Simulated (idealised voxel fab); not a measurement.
You're looking at the process module voxel transistor to metal.
FYI the section here is cut, 150 nm wide, cells are 5 nm squares.
Reading order for cross-sections: top band down to bottom band. Underlying form: a grid of square cells. Band size: one or more rows of cells.
Read a band's entry like this: the first values are the height of its top and the height of its bottom in nm, and what follows is the sequence of materials from left to right, each with its width in nm. Note that "air" is empty space, and that a single material marked "everywhere" reaches across the band from edge to edge.
Ref level 0: as-received wafer is one material below here. Bottom band extends down with no lower bound ("0 down").
A two-number width, for instance "30->40", indicates that the width is equal to the first number in the top row of the band and to the second number in the bottom row, and that it changes by a constant amount per row of cells.
Given "everything unchanged" for a step, no cell of the cross-section differs between before and after that step.
In "Sealed void listing" the enclosed voids are listed, meaning empty spaces of 8 cells or larger without any opening to the top. The form is width x height at distance, distance from the left edge, units nm.
The remark found on a step's line after its settings is issued by the simulator itself and pertains to that step.
"overlay nm" denotes, for a step that has a mask, the displacement of the mask to the right of its planned place, with negative values corresponding to the left.

Steps planned for the process:
1) RECEIVE: material Si
2) CONFORMAL_DEP: material SiO2, thk nm 5
3) CONFORMAL_DEP: material SiN, thk nm 10
4) PATTERN: tone cover, mask id ACTIVE, material resist, width nm 90, thk nm 15, overlay nm 0
5) DIRECTIONAL_ETCH: etch materials SiN, depth nm 10
6) DIRECTIONAL_ETCH: etch materials SiO2, depth nm 5
7) DIRECTIONAL_ETCH: etch materials Si, depth nm 30
8) STRIP: etch materials resist
9) FILL_DEP: material SiO2, thk nm 5
10) CMP: height nm 15
11) SELECTIVE_ETCH: etch materials SiO2, depth nm 5
12) STRIP: etch materials SiN
13) SELECTIVE_ETCH: etch materials SiO2, depth nm 5
14) OXIDIZE: depth nm 5
15) DIRECTIONAL_DEP: material polySi, thk nm 30
16) DIRECTIONAL_DEP: material SiCN, thk nm 15
17) DIRECTIONAL_DEP: material aC, thk nm 15
18) PATTERN: tone cover, mask id GATE, material resist, width nm 20, thk nm 35, overlay nm 0
19) DIRECTIONAL_ETCH: etch materials aC, depth nm 15
20) STRIP: etch materials resist
21) DIRECTIONAL_ETCH: etch materials SiCN, depth nm 25
22) DIRECTIONAL_ETCH: etch materials polySi, depth nm 40
23) STRIP: etch materials aC
24) CONFORMAL_DEP: material SiN, thk nm 5
25) DIRECTIONAL_ETCH: etch materials SiN, depth nm 5
26) DIRECTIONAL_ETCH: etch materials SiO2, depth nm 5
27) DIRECTIONAL_ETCH: etch materials Si, depth nm 10
28) EPI: material SiGe, thk nm 15
29) FILL_DEP: material SiO2, thk nm 10
30) CMP: height nm 45
31) DIRECTIONAL_DEP: material SiO2, thk nm 15
32) DIRECTIONAL_DEP: material aC, thk nm 15
33) PATTERN: tone open, mask id CONTACT, material resist, width nm 15, pitch nm 65, thk nm 35, overlay nm 0
34) DIRECTIONAL_ETCH: etch materials aC, depth nm 15
35) STRIP: etch materials resist
36) DIRECTIONAL_ETCH: etch materials SiO2, depth nm 60
37) STRIP: etch materials aC
38) CONFORMAL_DEP: material TiN, thk nm 5
39) FILL_DEP: material Ru, thk nm 5
40) CMP: height nm 60
41) CONFORMAL_DEP: material SiN, thk nm 5
42) DIRECTIONAL_DEP: material SiO2, thk nm 25
43) MASKED_ETCH: tone open, mask id METAL_1, width nm 15, pitch nm 65, etch materials SiO2, depth nm 25, overlay nm 0
44) MASKED_ETCH: tone open, mask id METAL_1, width nm 15, pitch nm 65, etch materials SiN, depth nm 5, overlay nm 0
45) CONFORMAL_DEP: material TiN, thk nm 5
46) FILL_DEP: material Ru, thk nm 5
47) CMP: height nm 90
48) CONFORMAL_DEP: material SiCN, thk nm 5

The first of the two wafers, which ran as planned:

So this is the incoming wafer in cross-section - it's already been through step 1:
	0 down  Si everywhere
	Sealed void listing: none

Wafer after step 2 (cross-section):
	5 to 0  SiO2 everywhere
	Nothing below the height 0 has changed.

Wafer after step 3 (cross-section):
	15 to 5  SiN everywhere
	Nothing below the height 5 has changed.

Wafer after step 4 (cross-section):
	30 to 15  air=30 | resist=90 | air=30
	Nothing below the height 15 has changed.

Wafer after step 5 (cross-section):
	30 to 15  air=30 | resist=90 | air=30
	15 to 5  air=30 | SiN=90 | air=30
	Nothing below the height 5 has changed.

Wafer after step 6 (cross-section):
	30 to 15  air=30 | resist=90 | air=30
	15 to 5  air=30 | SiN=90 | air=30
	5 to 0  air=30 | SiO2=90 | air=30
	Nothing below the height 0 has changed.

Wafer after step 7 (cross-section):
	30 to 15  air=30 | resist=90 | air=30
	15 to 5  air=30 | SiN=90 | air=30
	5 to 0  air=30 | SiO2=90 | air=30
	0 to -30  air=30 | Si=90 | air=30
	Nothing below the height -30 has changed.

Wafer after step 8 (cross-section):
	15 to 5  air=30 | SiN=90 | air=30
	Nothing below the height 5 has changed.

Wafer after step 9 (cross-section):
	20 to 15  SiO2 everywhere
	15 to 5  SiO2=30 | SiN=90 | SiO2=30
	5 to 0  SiO2 everywhere
	0 to -30  SiO2=30 | Si=90 | SiO2=30
	Nothing below the height -30 has changed.

Wafer after step 10 (cross-section):
	15 to 5  SiO2=30 | SiN=90 | SiO2=30
	Nothing below the height 5 has changed.

Wafer after step 11 (cross-section):
	15 to 10  air=30 | SiN=90 | air=30
	Nothing below the height 10 has changed.

Wafer after step 12 (cross-section):
	10 to 5  SiO2=30 | air=90 | SiO2=30
	Nothing below the height 5 has changed.

Wafer after step 13 (cross-section):
	5 to 0  SiO2=25 | air=100 | SiO2=25
	Nothing below the height 0 has changed.

Wafer after step 14 (cross-section):
	5 to 0  SiO2=25 | air=100 | SiO2=25
	0 to -5  SiO2 everywhere
	Nothing below the height -5 has changed.

Wafer after step 15 (cross-section):
	35 to 30  polySi=25 | air=100 | polySi=25
	30 to 5  polySi everywhere
	5 to 0  SiO2=25 | polySi=100 | SiO2=25
	Nothing below the height 0 has changed.

Wafer after step 16 (cross-section):
	50 to 45  SiCN=25 | air=100 | SiCN=25
	45 to 35  SiCN everywhere
	35 to 30  polySi=25 | SiCN=100 | polySi=25
	Nothing below the height 30 has changed.

Wafer after step 17 (cross-section):
	65 to 60  aC=25 | air=100 | aC=25
	60 to 50  aC everywhere
	50 to 45  SiCN=25 | aC=100 | SiCN=25
	Nothing below the height 45 has changed.

Wafer after step 18 (cross-section):
	100 to 65  air=65 | resist=20 | air=65
	65 to 60  aC=25 | air=40 | resist=20 | air=40 | aC=25
	Nothing below the height 60 has changed.

Wafer after step 19 (cross-section):
	85 to 60  air=65 | resist=20 | air=65
	60 to 50  air=65 | aC=20 | air=65
	50 to 45  SiCN=25 | air=40 | aC=20 | air=40 | SiCN=25
	Nothing below the height 45 has changed.

Wafer after step 20 (cross-section):
	60 to 50  air=65 | aC=20 | air=65
	Nothing below the height 50 has changed.

Wafer after step 21 (cross-section):
	60 to 45  air=65 | aC=20 | air=65
	45 to 35  air=65 | SiCN=20 | air=65
	35 to 30  polySi=25 | air=40 | SiCN=20 | air=40 | polySi=25
	Nothing below the height 30 has changed.

Wafer after step 22 (cross-section):
	60 to 45  air=65 | aC=20 | air=65
	45 to 30  air=65 | SiCN=20 | air=65
	30 to 5  air=65 | polySi=20 | air=65
	5 to 0  SiO2=25 | air=40 | polySi=20 | air=40 | SiO2=25
	Nothing below the height 0 has changed.

Wafer after step 23 (cross-section):
	45 to 30  air=65 | SiCN=20 | air=65
	Nothing below the height 30 has changed.

Wafer after step 24 (cross-section):
	50 to 45  air=60 | SiN=30 | air=60
	45 to 30  air=60 | SiN=5 | SiCN=20 | SiN=5 | air=60
	30 to 10  air=60 | SiN=5 | polySi=20 | SiN=5 | air=60
	10 to 5  SiN=30 | air=30 | SiN=5 | polySi=20 | SiN=5 | air=30 | SiN=30
	5 to 0  SiO2=25 | SiN=40 | polySi=20 | SiN=40 | SiO2=25
	Nothing below the height 0 has changed.

Wafer after step 25 (cross-section):
	45 to 30  air=60 | SiN=5 | SiCN=20 | SiN=5 | air=60
	30 to 5  air=60 | SiN=5 | polySi=20 | SiN=5 | air=60
	5 to 0  SiO2=25 | SiN=5 | air=30 | SiN=5 | polySi=20 | SiN=5 | air=30 | SiN=5 | SiO2=25
	Nothing below the height 0 has changed.

Wafer after step 26 (cross-section):
	45 to 30  air=60 | SiN=5 | SiCN=20 | SiN=5 | air=60
	30 to 5  air=60 | SiN=5 | polySi=20 | SiN=5 | air=60
	5 to 0  air=25 | SiN=5 | air=30 | SiN=5 | polySi=20 | SiN=5 | air=30 | SiN=5 | air=25
	0 to -5  SiO2=30 | air=30 | SiO2=30 | air=30 | SiO2=30
	Nothing below the height -5 has changed.

Wafer after step 27 (cross-section):
	45 to 30  air=60 | SiN=5 | SiCN=20 | SiN=5 | air=60
	30 to 5  air=60 | SiN=5 | polySi=20 | SiN=5 | air=60
	5 to 0  air=25 | SiN=5 | air=30 | SiN=5 | polySi=20 | SiN=5 | air=30 | SiN=5 | air=25
	0 to -5  SiO2=30 | air=30 | SiO2=30 | air=30 | SiO2=30
	-5 to -15  SiO2=30 | air=30 | Si=30 | air=30 | SiO2=30
	Nothing below the height -15 has changed.

Wafer after step 28 (cross-section):
	45 to 30  air=60 | SiN=5 | SiCN=20 | SiN=5 | air=60
	30 to 10  air=60 | SiN=5 | polySi=20 | SiN=5 | air=60
	10 to 5  air=45 | SiGe=15 | SiN=5 | polySi=20 | SiN=5 | SiGe=15 | air=45
	5 to 0  air=25 | SiN=5 | air=15 | SiGe=15 | SiN=5 | polySi=20 | SiN=5 | SiGe=15 | air=15 | SiN=5 | air=25
	0 to -5  SiO2=30 | SiGe=30 | SiO2=30 | SiGe=30 | SiO2=30
	-5 to -15  SiO2=30 | SiGe=30 | Si=30 | SiGe=30 | SiO2=30
	Nothing below the height -15 has changed.

Wafer after step 29 (cross-section):
	55 to 45  SiO2 everywhere
	45 to 30  SiO2=60 | SiN=5 | SiCN=20 | SiN=5 | SiO2=60
	30 to 10  SiO2=60 | SiN=5 | polySi=20 | SiN=5 | SiO2=60
	10 to 5  SiO2=45 | SiGe=15 | SiN=5 | polySi=20 | SiN=5 | SiGe=15 | SiO2=45
	5 to 0  SiO2=25 | SiN=5 | SiO2=15 | SiGe=15 | SiN=5 | polySi=20 | SiN=5 | SiGe=15 | SiO2=15 | SiN=5 | SiO2=25
	Nothing below the height 0 has changed.

Wafer after step 30 (cross-section):
	45 to 30  SiO2=60 | SiN=5 | SiCN=20 | SiN=5 | SiO2=60
	Nothing below the height 30 has changed.

Wafer after step 31 (cross-section):
	60 to 45  SiO2 everywhere
	Nothing below the height 45 has changed.

Wafer after step 32 (cross-section):
	75 to 60  aC everywhere
	Nothing below the height 60 has changed.

Wafer after step 33 (cross-section):
	110 to 75  resist=35 | air=15 | resist=50 | air=15 | resist=35
	Nothing below the height 75 has changed.

Wafer after step 34 (cross-section):
	95 to 75  resist=35 | air=15 | resist=50 | air=15 | resist=35
	75 to 60  aC=35 | air=15 | aC=50 | air=15 | aC=35
	Nothing below the height 60 has changed.

Wafer after step 35 (cross-section):
	75 to 60  aC=35 | air=15 | aC=50 | air=15 | aC=35
	Nothing below the height 60 has changed.

Wafer after step 36 (cross-section):
	75 to 60  aC=35 | air=15 | aC=50 | air=15 | aC=35
	60 to 45  SiO2=35 | air=15 | SiO2=50 | air=15 | SiO2=35
	45 to 30  SiO2=35 | air=15 | SiO2=10 | SiN=5 | SiCN=20 | SiN=5 | SiO2=10 | air=15 | SiO2=35
	30 to 10  SiO2=35 | air=15 | SiO2=10 | SiN=5 | polySi=20 | SiN=5 | SiO2=10 | air=15 | SiO2=35
	10 to 5  SiO2=35 | air=10 | SiGe=15 | SiN=5 | polySi=20 | SiN=5 | SiGe=15 | air=10 | SiO2=35
	5 to 0  SiO2=25 | SiN=5 | SiO2=5 | air=10 | SiGe=15 | SiN=5 | polySi=20 | SiN=5 | SiGe=15 | air=10 | SiO2=5 | SiN=5 | SiO2=25
	Nothing below the height 0 has changed.

Wafer after step 37 (cross-section):
	60 to 45  SiO2=35 | air=15 | SiO2=50 | air=15 | SiO2=35
	Nothing below the height 45 has changed.

Wafer after step 38 (cross-section):
	65 to 60  TiN=40 | air=5 | TiN=60 | air=5 | TiN=40
	60 to 45  SiO2=35 | TiN=5 | air=5 | TiN=5 | SiO2=50 | TiN=5 | air=5 | TiN=5 | SiO2=35
	45 to 30  SiO2=35 | TiN=5 | air=5 | TiN=5 | SiO2=10 | SiN=5 | SiCN=20 | SiN=5 | SiO2=10 | TiN=5 | air=5 | TiN=5 | SiO2=35
	30 to 15  SiO2=35 | TiN=5 | air=5 | TiN=5 | SiO2=10 | SiN=5 | polySi=20 | SiN=5 | SiO2=10 | TiN=5 | air=5 | TiN=5 | SiO2=35
	15 to 10  SiO2=35 | TiN=15 | SiO2=10 | SiN=5 | polySi=20 | SiN=5 | SiO2=10 | TiN=15 | SiO2=35
	10 to 5  SiO2=35 | TiN=10 | SiGe=15 | SiN=5 | polySi=20 | SiN=5 | SiGe=15 | TiN=10 | SiO2=35
	5 to 0  SiO2=25 | SiN=5 | SiO2=5 | TiN=10 | SiGe=15 | SiN=5 | polySi=20 | SiN=5 | SiGe=15 | TiN=10 | SiO2=5 | SiN=5 | SiO2=25
	Nothing below the height 0 has changed.

Wafer after step 39 (cross-section):
	70 to 65  Ru everywhere
	65 to 60  TiN=40 | Ru=5 | TiN=60 | Ru=5 | TiN=40
	60 to 45  SiO2=35 | TiN=5 | Ru=5 | TiN=5 | SiO2=50 | TiN=5 | Ru=5 | TiN=5 | SiO2=35
	45 to 30  SiO2=35 | TiN=5 | Ru=5 | TiN=5 | SiO2=10 | SiN=5 | SiCN=20 | SiN=5 | SiO2=10 | TiN=5 | Ru=5 | TiN=5 | SiO2=35
	30 to 15  SiO2=35 | TiN=5 | Ru=5 | TiN=5 | SiO2=10 | SiN=5 | polySi=20 | SiN=5 | SiO2=10 | TiN=5 | Ru=5 | TiN=5 | SiO2=35
	Nothing below the height 15 has changed.

Wafer after step 40 (cross-section):
	60 to 45  SiO2=35 | TiN=5 | Ru=5 | TiN=5 | SiO2=50 | TiN=5 | Ru=5 | TiN=5 | SiO2=35
	Nothing below the height 45 has changed.

Wafer after step 41 (cross-section):
	65 to 60  SiN everywhere
	Nothing below the height 60 has changed.

Wafer after step 42 (cross-section):
	90 to 65  SiO2 everywhere
	Nothing below the height 65 has changed.

Wafer after step 43 (cross-section):
	90 to 65  SiO2=35 | air=15 | SiO2=50 | air=15 | SiO2=35
	Nothing below the height 65 has changed.

Wafer after step 44 (cross-section):
	90 to 65  SiO2=35 | air=15 | SiO2=50 | air=15 | SiO2=35
	65 to 60  SiN=35 | air=15 | SiN=50 | air=15 | SiN=35
	Nothing below the height 60 has changed.

Wafer after step 45 (cross-section):
	95 to 90  TiN=40 | air=5 | TiN=60 | air=5 | TiN=40
	90 to 65  SiO2=35 | TiN=5 | air=5 | TiN=5 | SiO2=50 | TiN=5 | air=5 | TiN=5 | SiO2=35
	65 to 60  SiN=35 | TiN=15 | SiN=50 | TiN=15 | SiN=35
	Nothing below the height 60 has changed.

Wafer after step 46 (cross-section):
	100 to 95  Ru everywhere
	95 to 90  TiN=40 | Ru=5 | TiN=60 | Ru=5 | TiN=40
	90 to 65  SiO2=35 | TiN=5 | Ru=5 | TiN=5 | SiO2=50 | TiN=5 | Ru=5 | TiN=5 | SiO2=35
	Nothing below the height 65 has changed.

Wafer after step 47 (cross-section):
	90 to 65  SiO2=35 | TiN=5 | Ru=5 | TiN=5 | SiO2=50 | TiN=5 | Ru=5 | TiN=5 | SiO2=35
	Nothing below the height 65 has changed.

Wafer after step 48 (cross-section):
	95 to 90  SiCN everywhere
	Nothing below the height 90 has changed.

What follows concerns the second wafer, which started out like the first and was meant to follow the very same plan; one mistake crept in when it was run, but everything up to and including step 32 is the same as for the first wafer:

Cross-section, second wafer, at the end time the plan gives for step 33:
	110 to 75  air=35 | resist=15 | air=50 | resist=15 | air=35
	Nothing below the height 75 has changed.

Cross-section, second wafer, at the end time the plan gives for step 34:
	95 to 75  air=35 | resist=15 | air=50 | resist=15 | air=35
	75 to 60  air=35 | aC=15 | air=50 | aC=15 | air=35
	Nothing below the height 60 has changed.

Cross-section, second wafer, at the end time the plan gives for step 35:
	75 to 60  air=35 | aC=15 | air=50 | aC=15 | air=35
	Nothing below the height 60 has changed.

Cross-section, second wafer, at the end time the plan gives for step 36:
	75 to 60  air=35 | aC=15 | air=50 | aC=15 | air=35
	60 to 45  air=35 | SiO2=15 | air=50 | SiO2=15 | air=35
	45 to 30  air=35 | SiO2=15 | air=10 | SiN=5 | SiCN=20 | SiN=5 | air=10 | SiO2=15 | air=35
	30 to 10  air=35 | SiO2=15 | air=10 | SiN=5 | polySi=20 | SiN=5 | air=10 | SiO2=15 | air=35
	10 to 5  air=35 | SiO2=10 | SiGe=15 | SiN=5 | polySi=20 | SiN=5 | SiGe=15 | SiO2=10 | air=35
	5 to 0  air=25 | SiN=5 | air=5 | SiO2=10 | SiGe=15 | SiN=5 | polySi=20 | SiN=5 | SiGe=15 | SiO2=10 | air=5 | SiN=5 | air=25
	Nothing below the height 0 has changed.

Cross-section, second wafer, at the end time the plan gives for step 37:
	60 to 45  air=35 | SiO2=15 | air=50 | SiO2=15 | air=35
	Nothing below the height 45 has changed.

Cross-section, second wafer, at the end time the plan gives for step 38:
	65 to 60  air=30 | TiN=25 | air=40 | TiN=25 | air=30
	60 to 50  air=30 | TiN=5 | SiO2=15 | TiN=5 | air=40 | TiN=5 | SiO2=15 | TiN=5 | air=30
	50 to 45  air=30 | TiN=5 | SiO2=15 | TiN=50 | SiO2=15 | TiN=5 | air=30
	45 to 30  air=30 | TiN=5 | SiO2=15 | TiN=10 | SiN=5 | SiCN=20 | SiN=5 | TiN=10 | SiO2=15 | TiN=5 | air=30
	30 to 10  air=30 | TiN=5 | SiO2=15 | TiN=10 | SiN=5 | polySi=20 | SiN=5 | TiN=10 | SiO2=15 | TiN=5 | air=30
	10 to 5  air=20 | TiN=15 | SiO2=10 | SiGe=15 | SiN=5 | polySi=20 | SiN=5 | SiGe=15 | SiO2=10 | TiN=15 | air=20
	5 to 0  TiN=25 | SiN=5 | TiN=5 | SiO2=10 | SiGe=15 | SiN=5 | polySi=20 | SiN=5 | SiGe=15 | SiO2=10 | TiN=5 | SiN=5 | TiN=25
	Nothing below the height 0 has changed.

Cross-section, second wafer, at the end time the plan gives for step 39:
	70 to 65  Ru everywhere
	65 to 60  Ru=30 | TiN=25 | Ru=40 | TiN=25 | Ru=30
	60 to 50  Ru=30 | TiN=5 | SiO2=15 | TiN=5 | Ru=40 | TiN=5 | SiO2=15 | TiN=5 | Ru=30
	50 to 45  Ru=30 | TiN=5 | SiO2=15 | TiN=50 | SiO2=15 | TiN=5 | Ru=30
	45 to 30  Ru=30 | TiN=5 | SiO2=15 | TiN=10 | SiN=5 | SiCN=20 | SiN=5 | TiN=10 | SiO2=15 | TiN=5 | Ru=30
	30 to 10  Ru=30 | TiN=5 | SiO2=15 | TiN=10 | SiN=5 | polySi=20 | SiN=5 | TiN=10 | SiO2=15 | TiN=5 | Ru=30
	10 to 5  Ru=20 | TiN=15 | SiO2=10 | SiGe=15 | SiN=5 | polySi=20 | SiN=5 | SiGe=15 | SiO2=10 | TiN=15 | Ru=20
	Nothing below the height 5 has changed.

Cross-section, second wafer, at the end time the plan gives for step 40:
	60 to 50  Ru=30 | TiN=5 | SiO2=15 | TiN=5 | Ru=40 | TiN=5 | SiO2=15 | TiN=5 | Ru=30
	Nothing below the height 50 has changed.

Cross-section, second wafer, at the end time the plan gives for step 41:
	65 to 60  SiN everywhere
	Nothing below the height 60 has changed.

Cross-section, second wafer, at the end time the plan gives for step 42:
	90 to 65  SiO2 everywhere
	Nothing below the height 65 has changed.

Cross-section, second wafer, at the end time the plan gives for step 43:
	90 to 65  SiO2=35 | air=15 | SiO2=50 | air=15 | SiO2=35
	Nothing below the height 65 has changed.

Cross-section, second wafer, at the end time the plan gives for step 44:
	90 to 65  SiO2=35 | air=15 | SiO2=50 | air=15 | SiO2=35
	65 to 60  SiN=35 | air=15 | SiN=50 | air=15 | SiN=35
	Nothing below the height 60 has changed.

Cross-section, second wafer, at the end time the plan gives for step 45:
	95 to 90  TiN=40 | air=5 | TiN=60 | air=5 | TiN=40
	90 to 65  SiO2=35 | TiN=5 | air=5 | TiN=5 | SiO2=50 | TiN=5 | air=5 | TiN=5 | SiO2=35
	65 to 60  SiN=35 | TiN=15 | SiN=50 | TiN=15 | SiN=35
	Nothing below the height 60 has changed.

Cross-section, second wafer, at the end time the plan gives for step 46:
	100 to 95  Ru everywhere
	95 to 90  TiN=40 | Ru=5 | TiN=60 | Ru=5 | TiN=40
	90 to 65  SiO2=35 | TiN=5 | Ru=5 | TiN=5 | SiO2=50 | TiN=5 | Ru=5 | TiN=5 | SiO2=35
	Nothing below the height 65 has changed.

Cross-section, second wafer, at the end time the plan gives for step 47:
	90 to 65  SiO2=35 | TiN=5 | Ru=5 | TiN=5 | SiO2=50 | TiN=5 | Ru=5 | TiN=5 | SiO2=35
	Nothing below the height 65 has changed.

Cross-section, second wafer, at the end time the plan gives for step 48:
	95 to 90  SiCN everywhere
	Nothing below the height 90 has changed.
Error vs. plan: step 33 ran differently from the plan; actual operation with settings: PATTERN: tone cover, mask id CONTACT, material resist, width nm 15, pitch nm 65, thk nm 35, overlay nm 0
Looking at both finished wafers in cells, the second ends up ahead of or behind the first on some materials: Ru: 126 more; SiO2: 156 fewer; TiN: 30 more
